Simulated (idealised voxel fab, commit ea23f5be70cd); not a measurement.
The following process module bears the name voxel self aligned contacts.
The width of the displayed cross-section, cut, is 240 nm; its cells are square, with a size of 5 nm.
Heads up, the way a cross-section reads in here is a grid of square cells, handed over as bands from the top down, with every band being one or more rows of cells. A band entry consists of two parts. The first gives the height of the band's top and the height of its bottom, in nm. The rest lists the band's materials from left to right, each with its width in nm. A single material labelled with the word "edge to edge" fills the band from edge to edge, and the word "blank" marks empty space. Heights are measured from 0, the level below which the as-received wafer is all one material; the lowest band has no bottom and continues downward, written as in "from 0 down". Note: "30->40" means the width goes from the first number (top row of the band) to the second number (bottom row) in equal steps per row of cells. For the purposes of this document, the phrase "remained the same" attached to a step denotes that no cell within the cross-section was modified by that step. Listed in "Closed void roster": every empty space of 8 or more cells without an open way to the top. Form: width x height at distance, the distance being from the left edge, all in nm. Where a step's line continues beyond its settings, the continuation is a remark by the simulator itself on that step. overlay nm: how far to the right of its planned place the mask lay on this masked step (negative: to the left).

The planned process steps are enumerated hereunder
1. op RECEIVE | material Si
2. op OXIDIZE | depth nm 5
3. op DIRECTIONAL_DEP | material polySi | thk nm 20
4. op DIRECTIONAL_DEP | material SiN | thk nm 20
5. op PATTERN | tone cover | mask id GATE | material resist | width nm 35 | pitch nm 75 | thk nm 20 | overlay nm 0
6. op DIRECTIONAL_ETCH | etch materials SiN | depth nm 20
7. op DIRECTIONAL_ETCH | etch materials polySi | depth nm 20
8. op STRIP | etch materials resist
9. op CONFORMAL_DEP | material SiN | thk nm 10
10. op DIRECTIONAL_ETCH | etch materials SiN | depth nm 10
11. op FILL_DEP | material SiO2 | thk nm 15
12. op CMP | height nm 45
13. op MASKED_ETCH | tone open | mask id CONTACT | width nm 50 | pitch nm 75 | etch materials SiO2 | depth nm 50 | overlay nm -15
14. op CONFORMAL_DEP | material TiN | thk nm 5
15. op FILL_DEP | material W | thk nm 5
16. op CMP | height nm 45
17. op CONFORMAL_DEP | material SiN | thk nm 5
Don't read the plan's overlay nm for step 13 as applying to every wafer: that's the first wafer's value, and the wafers differ in it, though they all start identical.

Step 1 complete: as-received cross-section of the first of several wafers
  from 0 down = Si edge to edge
  Closed void roster: none

Here's the first of several wafers in cross-section, end of the module, after the last step, step 17
  from 50 to 45 = SiN edge to edge
  from 45 to 40 = SiO2: 40, TiN: 35, W: 10, TiN: 5, SiO2: 25, TiN: 35, W: 10, TiN: 5, SiO2: 75
  from 40 to 20 = SiO2: 15, SiN: 55, TiN: 5, W: 10, TiN: 5, SiN: 55, TiN: 5, W: 10, TiN: 5, SiN: 55, SiO2: 20
  from 20 to 0 = SiO2: 15, SiN: 10, polySi: 35, SiN: 10, TiN: 5, W: 10, TiN: 5, SiN: 10, polySi: 35, SiN: 10, TiN: 5, W: 10, TiN: 5, SiN: 10, polySi: 35, SiN: 10, SiO2: 20
  from 0 to -5 = SiO2: 70, TiN: 20, SiO2: 55, TiN: 20, SiO2: 75
  from -5 down = Si edge to edge
  Closed void roster: none

The last wafer as seen in cross-section at the end of the module
  from 50 to 45 = SiN edge to edge
  from 45 to 40 = SiO2: 70, TiN: 5, W: 10, TiN: 35, SiO2: 25, TiN: 5, W: 10, TiN: 35, SiO2: 45
  from 40 to 20 = SiO2: 15, SiN: 55, TiN: 5, W: 10, TiN: 5, SiN: 55, TiN: 5, W: 10, TiN: 5, SiN: 55, SiO2: 20
  from 20 to 0 = SiO2: 15, SiN: 10, polySi: 35, SiN: 10, TiN: 5, W: 10, TiN: 5, SiN: 10, polySi: 35, SiN: 10, TiN: 5, W: 10, TiN: 5, SiN: 10, polySi: 35, SiN: 10, SiO2: 20
  from 0 to -5 = SiO2: 70, TiN: 20, SiO2: 55, TiN: 20, SiO2: 75
  from -5 down = Si edge to edge
  Closed void roster: none

The table below has one row for each wafer; a row shows, as of the end of the module, how many cells of each material the wafer has gained, marked (+), or lost, marked (-), since it was received, and then the wafer's closed voids
overlay nm -15; -48 Si; +228 SiN; +124 SiO2; +56 TiN; +36 W; +84 polySi; Closed void roster: none
overlay nm -10; -48 Si; +228 SiN; +124 SiO2; +56 TiN; +36 W; +84 polySi; Closed void roster: none
overlay nm -5; -48 Si; +228 SiN; +124 SiO2; +56 TiN; +36 W; +84 polySi; Closed void roster: none
overlay nm 0; -48 Si; +228 SiN; +124 SiO2; +56 TiN; +36 W; +84 polySi; Closed void roster: none
overlay nm 5; -48 Si; +228 SiN; +124 SiO2; +56 TiN; +36 W; +84 polySi; Closed void roster: none
overlay nm 10; -48 Si; +228 SiN; +124 SiO2; +56 TiN; +36 W; +84 polySi; Closed void roster: none
overlay nm 15; -48 Si; +228 SiN; +124 SiO2; +56 TiN; +36 W; +84 polySi; Closed void roster: none
